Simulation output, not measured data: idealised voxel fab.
The process module that follows is named voxel wiring stack.
It is cross-section cut that appears here, measuring 155 nm in width, its square cells being 5 nm in size.
Cross-sections here: square-cell grids, written as top-down lists of bands, a band being one or more rows of cells.
The entry gives the band's vertical extent as a top height and a bottom height in nm, then its horizontal make-up as materials from left to right, each with a width in nm. "blank" stands for empty space; a single material marked "full width" fills the band edge to edge.
We count height from 0. Below that, the starting wafer is all one material. The lowest band never ends at the bottom but goes on down; see "z 0 and below" for how that is written.
A width such as "30 to 40" changes by the same amount from each row of cells to the next, from the band's top row to its bottom row.
"same as before", as given for a step, is the statement that not any cell of the cross-section underwent a change during that step.
What "Enclosed void catalog" gives you is every empty space of 8 cells or more that is cut off from the top. Each appears as width x height at distance, with the distance taken from the left edge and width, height and distance all in nm.
Past the settings on a step's line: simulator remark, on that step.
Regarding "overlay nm": on a step with a mask, it is the distance the mask lay to the right of its planned place; a negative value places it to the left.

## The following list gives the planned process steps
1,op RECEIVE | material Si
2,op CONFORMAL_DEP | material SiO2 | thk nm 10
3,op DIRECTIONAL_DEP | material TiN | thk nm 5
4,op DIRECTIONAL_DEP | material Ru | thk nm 25
5,op DIRECTIONAL_DEP | material aC | thk nm 15
6,op PATTERN | tone cover | mask id METAL_1 | material resist | width nm 20 | pitch nm 50 | thk nm 35 | overlay nm 0
7,op DIRECTIONAL_ETCH | etch materials aC | depth nm 15
8,op STRIP | etch materials resist
9,op DIRECTIONAL_ETCH | etch materials Ru | depth nm 25
10,op DIRECTIONAL_ETCH | etch materials TiN | depth nm 5
11,op STRIP | etch materials aC
12,op CONFORMAL_DEP | material SiCN | thk nm 5
13,op FILL_DEP | material SiO2 | thk nm 10
14,op CMP | height nm 40
15,op CONFORMAL_DEP | material SiCN | thk nm 5
16,op DIRECTIONAL_DEP | material SiO2 | thk nm 30
17,op MASKED_ETCH | tone open | mask id METAL_2 | width nm 20 | pitch nm 50 | etch materials SiO2 | depth nm 20 | overlay nm 0
18,op PATTERN | tone open | mask id METAL_2_HOLES | material resist | width nm 15 | pitch nm 100 | thk nm 20 | overlay nm 0
19,op DIRECTIONAL_ETCH | etch materials SiO2 | depth nm 10
20,op DIRECTIONAL_ETCH | etch materials SiCN | depth nm 5
21,op STRIP | etch materials resist
22,op CONFORMAL_DEP | material TiN | thk nm 5
23,op FILL_DEP | material Cu | thk nm 10
24,op CMP | height nm 75
25,op CONFORMAL_DEP | material SiCN | thk nm 5

## Of two wafers, the first: run according to plan

## As-received state of the wafer in cross-section, equivalent to post-step 1
* z 0 and below = Si full width
* Enclosed void catalog: none

## Presented here is a cross-section of the wafer after step 2 has been performed
* z 10 to 0 = SiO2 full width
* No changes below 0.

## Presented here is a cross-section of the wafer after step 3 has been performed
* z 15 to 10 = TiN full width
* No changes below 10.

## Presented here is a cross-section of the wafer after step 4 has been performed
* z 40 to 15 = Ru full width
* No changes below 15.

## Presented here is a cross-section of the wafer after step 5 has been performed
* z 55 to 40 = aC full width
* No changes below 40.

## Presented here is a cross-section of the wafer after step 6 has been performed
* z 90 to 55 = blank 15 nm | resist 20 nm | blank 30 nm | resist 20 nm | blank 30 nm | resist 20 nm | blank 20 nm
* No changes below 55.

## Presented here is a cross-section of the wafer after step 7 has been performed
* z 75 to 55 = blank 15 nm | resist 20 nm | blank 30 nm | resist 20 nm | blank 30 nm | resist 20 nm | blank 20 nm
* z 55 to 40 = blank 15 nm | aC 20 nm | blank 30 nm | aC 20 nm | blank 30 nm | aC 20 nm | blank 20 nm
* No changes below 40.

## Presented here is a cross-section of the wafer after step 8 has been performed
* z 55 to 40 = blank 15 nm | aC 20 nm | blank 30 nm | aC 20 nm | blank 30 nm | aC 20 nm | blank 20 nm
* No changes below 40.

## Presented here is a cross-section of the wafer after step 9 has been performed
* z 55 to 40 = blank 15 nm | aC 20 nm | blank 30 nm | aC 20 nm | blank 30 nm | aC 20 nm | blank 20 nm
* z 40 to 15 = blank 15 nm | Ru 20 nm | blank 30 nm | Ru 20 nm | blank 30 nm | Ru 20 nm | blank 20 nm
* No changes below 15.

## Presented here is a cross-section of the wafer after step 10 has been performed
* z 55 to 40 = blank 15 nm | aC 20 nm | blank 30 nm | aC 20 nm | blank 30 nm | aC 20 nm | blank 20 nm
* z 40 to 15 = blank 15 nm | Ru 20 nm | blank 30 nm | Ru 20 nm | blank 30 nm | Ru 20 nm | blank 20 nm
* z 15 to 10 = blank 15 nm | TiN 20 nm | blank 30 nm | TiN 20 nm | blank 30 nm | TiN 20 nm | blank 20 nm
* No changes below 10.

## Presented here is a cross-section of the wafer after step 11 has been performed
* z 40 to 15 = blank 15 nm | Ru 20 nm | blank 30 nm | Ru 20 nm | blank 30 nm | Ru 20 nm | blank 20 nm
* No changes below 15.

## Presented here is a cross-section of the wafer after step 12 has been performed
* z 45 to 40 = blank 10 nm | SiCN 30 nm | blank 20 nm | SiCN 30 nm | blank 20 nm | SiCN 30 nm | blank 15 nm
* z 40 to 15 = blank 10 nm | SiCN 5 nm | Ru 20 nm | SiCN 5 nm | blank 20 nm | SiCN 5 nm | Ru 20 nm | SiCN 5 nm | blank 20 nm | SiCN 5 nm | Ru 20 nm | SiCN 5 nm | blank 15 nm
* z 15 to 10 = SiCN 15 nm | TiN 20 nm | SiCN 30 nm | TiN 20 nm | SiCN 30 nm | TiN 20 nm | SiCN 20 nm
* No changes below 10.

## Presented here is a cross-section of the wafer after step 13 has been performed
* z 55 to 45 = SiO2 full width
* z 45 to 40 = SiO2 10 nm | SiCN 30 nm | SiO2 20 nm | SiCN 30 nm | SiO2 20 nm | SiCN 30 nm | SiO2 15 nm
* z 40 to 15 = SiO2 10 nm | SiCN 5 nm | Ru 20 nm | SiCN 5 nm | SiO2 20 nm | SiCN 5 nm | Ru 20 nm | SiCN 5 nm | SiO2 20 nm | SiCN 5 nm | Ru 20 nm | SiCN 5 nm | SiO2 15 nm
* No changes below 15.

## Presented here is a cross-section of the wafer after step 14 has been performed
* z 40 to 15 = SiO2 10 nm | SiCN 5 nm | Ru 20 nm | SiCN 5 nm | SiO2 20 nm | SiCN 5 nm | Ru 20 nm | SiCN 5 nm | SiO2 20 nm | SiCN 5 nm | Ru 20 nm | SiCN 5 nm | SiO2 15 nm
* No changes below 15.

## Presented here is a cross-section of the wafer after step 15 has been performed
* z 45 to 40 = SiCN full width
* No changes below 40.

## Presented here is a cross-section of the wafer after step 16 has been performed
* z 75 to 45 = SiO2 full width
* No changes below 45.

## Presented here is a cross-section of the wafer after step 17 has been performed
* z 75 to 55 = SiO2 15 nm | blank 20 nm | SiO2 30 nm | blank 20 nm | SiO2 30 nm | blank 20 nm | SiO2 20 nm
* No changes below 55.

## Presented here is a cross-section of the wafer after step 18 has been performed
* z 95 to 75 = resist 15 nm | blank 15 nm | resist 85 nm | blank 15 nm | resist 25 nm
* z 75 to 55 = SiO2 15 nm | blank 15 nm | resist 5 nm | SiO2 30 nm | resist 20 nm | SiO2 30 nm | blank 15 nm | resist 5 nm | SiO2 20 nm
* No changes below 55.

## Presented here is a cross-section of the wafer after step 19 has been performed
* z 95 to 75 = resist 15 nm | blank 15 nm | resist 85 nm | blank 15 nm | resist 25 nm
* z 75 to 55 = SiO2 15 nm | blank 15 nm | resist 5 nm | SiO2 30 nm | resist 20 nm | SiO2 30 nm | blank 15 nm | resist 5 nm | SiO2 20 nm
* z 55 to 45 = SiO2 15 nm | blank 15 nm | SiO2 85 nm | blank 15 nm | SiO2 25 nm
* No changes below 45.

## Presented here is a cross-section of the wafer after step 20 has been performed
* z 95 to 75 = resist 15 nm | blank 15 nm | resist 85 nm | blank 15 nm | resist 25 nm
* z 75 to 55 = SiO2 15 nm | blank 15 nm | resist 5 nm | SiO2 30 nm | resist 20 nm | SiO2 30 nm | blank 15 nm | resist 5 nm | SiO2 20 nm
* z 55 to 45 = SiO2 15 nm | blank 15 nm | SiO2 85 nm | blank 15 nm | SiO2 25 nm
* z 45 to 40 = SiCN 15 nm | blank 15 nm | SiCN 85 nm | blank 15 nm | SiCN 25 nm
* No changes below 40.

## Presented here is a cross-section of the wafer after step 21 has been performed
* z 75 to 55 = SiO2 15 nm | blank 20 nm | SiO2 30 nm | blank 20 nm | SiO2 30 nm | blank 20 nm | SiO2 20 nm
* No changes below 55.

## Presented here is a cross-section of the wafer after step 22 has been performed
* z 80 to 75 = TiN 20 nm | blank 10 nm | TiN 40 nm | blank 10 nm | TiN 40 nm | blank 10 nm | TiN 25 nm
* z 75 to 60 = SiO2 15 nm | TiN 5 nm | blank 10 nm | TiN 5 nm | SiO2 30 nm | TiN 5 nm | blank 10 nm | TiN 5 nm | SiO2 30 nm | TiN 5 nm | blank 10 nm | TiN 5 nm | SiO2 20 nm
* z 60 to 55 = SiO2 15 nm | TiN 5 nm | blank 5 nm | TiN 10 nm | SiO2 30 nm | TiN 20 nm | SiO2 30 nm | TiN 5 nm | blank 5 nm | TiN 10 nm | SiO2 20 nm
* z 55 to 45 = SiO2 15 nm | TiN 5 nm | blank 5 nm | TiN 5 nm | SiO2 85 nm | TiN 5 nm | blank 5 nm | TiN 5 nm | SiO2 25 nm
* z 45 to 40 = SiCN 15 nm | TiN 15 nm | SiCN 85 nm | TiN 15 nm | SiCN 25 nm
* No changes below 40.

## Presented here is a cross-section of the wafer after step 23 has been performed
* z 90 to 80 = Cu full width
* z 80 to 75 = TiN 20 nm | Cu 10 nm | TiN 40 nm | Cu 10 nm | TiN 40 nm | Cu 10 nm | TiN 25 nm
* z 75 to 60 = SiO2 15 nm | TiN 5 nm | Cu 10 nm | TiN 5 nm | SiO2 30 nm | TiN 5 nm | Cu 10 nm | TiN 5 nm | SiO2 30 nm | TiN 5 nm | Cu 10 nm | TiN 5 nm | SiO2 20 nm
* z 60 to 55 = SiO2 15 nm | TiN 5 nm | Cu 5 nm | TiN 10 nm | SiO2 30 nm | TiN 20 nm | SiO2 30 nm | TiN 5 nm | Cu 5 nm | TiN 10 nm | SiO2 20 nm
* z 55 to 45 = SiO2 15 nm | TiN 5 nm | Cu 5 nm | TiN 5 nm | SiO2 85 nm | TiN 5 nm | Cu 5 nm | TiN 5 nm | SiO2 25 nm
* No changes below 45.

## Presented here is a cross-section of the wafer after step 24 has been performed
* z 75 to 60 = SiO2 15 nm | TiN 5 nm | Cu 10 nm | TiN 5 nm | SiO2 30 nm | TiN 5 nm | Cu 10 nm | TiN 5 nm | SiO2 30 nm | TiN 5 nm | Cu 10 nm | TiN 5 nm | SiO2 20 nm
* No changes below 60.

## Presented here is a cross-section of the wafer after step 25 has been performed
* z 80 to 75 = SiCN full width
* No changes below 75.

## Companion wafer, the second of two: same beginning, same intended sequence, one mistake in carrying it out; through step 5 inclusive it tracks the first exactly

## Here is the second wafer in cross-section at the point where step 6 of the plan should have been done
* z 90 to 55 = blank 20 nm | resist 15 nm | blank 35 nm | resist 15 nm | blank 35 nm | resist 15 nm | blank 20 nm
* No changes below 55.

## Here is the second wafer in cross-section at the point where step 7 of the plan should have been done
* z 75 to 55 = blank 20 nm | resist 15 nm | blank 35 nm | resist 15 nm | blank 35 nm | resist 15 nm | blank 20 nm
* z 55 to 40 = blank 20 nm | aC 15 nm | blank 35 nm | aC 15 nm | blank 35 nm | aC 15 nm | blank 20 nm
* No changes below 40.

## Here is the second wafer in cross-section at the point where step 8 of the plan should have been done
* z 55 to 40 = blank 20 nm | aC 15 nm | blank 35 nm | aC 15 nm | blank 35 nm | aC 15 nm | blank 20 nm
* No changes below 40.

## Here is the second wafer in cross-section at the point where step 9 of the plan should have been done
* z 55 to 40 = blank 20 nm | aC 15 nm | blank 35 nm | aC 15 nm | blank 35 nm | aC 15 nm | blank 20 nm
* z 40 to 15 = blank 20 nm | Ru 15 nm | blank 35 nm | Ru 15 nm | blank 35 nm | Ru 15 nm | blank 20 nm
* No changes below 15.

## Here is the second wafer in cross-section at the point where step 10 of the plan should have been done
* z 55 to 40 = blank 20 nm | aC 15 nm | blank 35 nm | aC 15 nm | blank 35 nm | aC 15 nm | blank 20 nm
* z 40 to 15 = blank 20 nm | Ru 15 nm | blank 35 nm | Ru 15 nm | blank 35 nm | Ru 15 nm | blank 20 nm
* z 15 to 10 = blank 20 nm | TiN 15 nm | blank 35 nm | TiN 15 nm | blank 35 nm | TiN 15 nm | blank 20 nm
* No changes below 10.

## Here is the second wafer in cross-section at the point where step 11 of the plan should have been done
* z 40 to 15 = blank 20 nm | Ru 15 nm | blank 35 nm | Ru 15 nm | blank 35 nm | Ru 15 nm | blank 20 nm
* No changes below 15.

## Here is the second wafer in cross-section at the point where step 12 of the plan should have been done
* z 45 to 40 = blank 15 nm | SiCN 25 nm | blank 25 nm | SiCN 25 nm | blank 25 nm | SiCN 25 nm | blank 15 nm
* z 40 to 15 = blank 15 nm | SiCN 5 nm | Ru 15 nm | SiCN 5 nm | blank 25 nm | SiCN 5 nm | Ru 15 nm | SiCN 5 nm | blank 25 nm | SiCN 5 nm | Ru 15 nm | SiCN 5 nm | blank 15 nm
* z 15 to 10 = SiCN 20 nm | TiN 15 nm | SiCN 35 nm | TiN 15 nm | SiCN 35 nm | TiN 15 nm | SiCN 20 nm
* No changes below 10.

## Here is the second wafer in cross-section at the point where step 13 of the plan should have been done
* z 55 to 45 = SiO2 full width
* z 45 to 40 = SiO2 15 nm | SiCN 25 nm | SiO2 25 nm | SiCN 25 nm | SiO2 25 nm | SiCN 25 nm | SiO2 15 nm
* z 40 to 15 = SiO2 15 nm | SiCN 5 nm | Ru 15 nm | SiCN 5 nm | SiO2 25 nm | SiCN 5 nm | Ru 15 nm | SiCN 5 nm | SiO2 25 nm | SiCN 5 nm | Ru 15 nm | SiCN 5 nm | SiO2 15 nm
* No changes below 15.

## Here is the second wafer in cross-section at the point where step 14 of the plan should have been done
* z 40 to 15 = SiO2 15 nm | SiCN 5 nm | Ru 15 nm | SiCN 5 nm | SiO2 25 nm | SiCN 5 nm | Ru 15 nm | SiCN 5 nm | SiO2 25 nm | SiCN 5 nm | Ru 15 nm | SiCN 5 nm | SiO2 15 nm
* No changes below 15.

## Here is the second wafer in cross-section at the point where step 15 of the plan should have been done
* z 45 to 40 = SiCN full width
* No changes below 40.

## Here is the second wafer in cross-section at the point where step 16 of the plan should have been done
* z 75 to 45 = SiO2 full width
* No changes below 45.

## Here is the second wafer in cross-section at the point where step 17 of the plan should have been done
* z 75 to 55 = SiO2 15 nm | blank 20 nm | SiO2 30 nm | blank 20 nm | SiO2 30 nm | blank 20 nm | SiO2 20 nm
* No changes below 55.

## Here is the second wafer in cross-section at the point where step 18 of the plan should have been done
* z 95 to 75 = resist 15 nm | blank 15 nm | resist 85 nm | blank 15 nm | resist 25 nm
* z 75 to 55 = SiO2 15 nm | blank 15 nm | resist 5 nm | SiO2 30 nm | resist 20 nm | SiO2 30 nm | blank 15 nm | resist 5 nm | SiO2 20 nm
* No changes below 55.

## Here is the second wafer in cross-section at the point where step 19 of the plan should have been done
* z 95 to 75 = resist 15 nm | blank 15 nm | resist 85 nm | blank 15 nm | resist 25 nm
* z 75 to 55 = SiO2 15 nm | blank 15 nm | resist 5 nm | SiO2 30 nm | resist 20 nm | SiO2 30 nm | blank 15 nm | resist 5 nm | SiO2 20 nm
* z 55 to 45 = SiO2 15 nm | blank 15 nm | SiO2 85 nm | blank 15 nm | SiO2 25 nm
* No changes below 45.

## Here is the second wafer in cross-section at the point where step 20 of the plan should have been done
* z 95 to 75 = resist 15 nm | blank 15 nm | resist 85 nm | blank 15 nm | resist 25 nm
* z 75 to 55 = SiO2 15 nm | blank 15 nm | resist 5 nm | SiO2 30 nm | resist 20 nm | SiO2 30 nm | blank 15 nm | resist 5 nm | SiO2 20 nm
* z 55 to 45 = SiO2 15 nm | blank 15 nm | SiO2 85 nm | blank 15 nm | SiO2 25 nm
* z 45 to 40 = SiCN 15 nm | blank 15 nm | SiCN 85 nm | blank 15 nm | SiCN 25 nm
* No changes below 40.

## Here is the second wafer in cross-section at the point where step 21 of the plan should have been done
* z 75 to 55 = SiO2 15 nm | blank 20 nm | SiO2 30 nm | blank 20 nm | SiO2 30 nm | blank 20 nm | SiO2 20 nm
* No changes below 55.

## Here is the second wafer in cross-section at the point where step 22 of the plan should have been done
* z 80 to 75 = TiN 20 nm | blank 10 nm | TiN 40 nm | blank 10 nm | TiN 40 nm | blank 10 nm | TiN 25 nm
* z 75 to 60 = SiO2 15 nm | TiN 5 nm | blank 10 nm | TiN 5 nm | SiO2 30 nm | TiN 5 nm | blank 10 nm | TiN 5 nm | SiO2 30 nm | TiN 5 nm | blank 10 nm | TiN 5 nm | SiO2 20 nm
* z 60 to 55 = SiO2 15 nm | TiN 5 nm | blank 5 nm | TiN 10 nm | SiO2 30 nm | TiN 20 nm | SiO2 30 nm | TiN 5 nm | blank 5 nm | TiN 10 nm | SiO2 20 nm
* z 55 to 45 = SiO2 15 nm | TiN 5 nm | blank 5 nm | TiN 5 nm | SiO2 85 nm | TiN 5 nm | blank 5 nm | TiN 5 nm | SiO2 25 nm
* z 45 to 40 = SiCN 15 nm | TiN 15 nm | SiCN 85 nm | TiN 15 nm | SiCN 25 nm
* No changes below 40.

## Here is the second wafer in cross-section at the point where step 23 of the plan should have been done
* z 90 to 80 = Cu full width
* z 80 to 75 = TiN 20 nm | Cu 10 nm | TiN 40 nm | Cu 10 nm | TiN 40 nm | Cu 10 nm | TiN 25 nm
* z 75 to 60 = SiO2 15 nm | TiN 5 nm | Cu 10 nm | TiN 5 nm | SiO2 30 nm | TiN 5 nm | Cu 10 nm | TiN 5 nm | SiO2 30 nm | TiN 5 nm | Cu 10 nm | TiN 5 nm | SiO2 20 nm
* z 60 to 55 = SiO2 15 nm | TiN 5 nm | Cu 5 nm | TiN 10 nm | SiO2 30 nm | TiN 20 nm | SiO2 30 nm | TiN 5 nm | Cu 5 nm | TiN 10 nm | SiO2 20 nm
* z 55 to 45 = SiO2 15 nm | TiN 5 nm | Cu 5 nm | TiN 5 nm | SiO2 85 nm | TiN 5 nm | Cu 5 nm | TiN 5 nm | SiO2 25 nm
* No changes below 45.

## Here is the second wafer in cross-section at the point where step 24 of the plan should have been done
* z 75 to 60 = SiO2 15 nm | TiN 5 nm | Cu 10 nm | TiN 5 nm | SiO2 30 nm | TiN 5 nm | Cu 10 nm | TiN 5 nm | SiO2 30 nm | TiN 5 nm | Cu 10 nm | TiN 5 nm | SiO2 20 nm
* No changes below 60.

## Here is the second wafer in cross-section at the point where step 25 of the plan should have been done
* z 80 to 75 = SiCN full width
* No changes below 75.
Short version of what went wrong: step 6 did not use the planned setting and instead ran as op PATTERN | tone cover | mask id METAL_1 | material resist | width nm 15 | pitch nm 50 | thk nm 35 | overlay nm 0
Wafer comparison, final, in cells, second relative to first, materials more or fewer: Ru: 15 fewer, SiCN: 3 more, SiO2: 15 more, TiN: 3 fewer
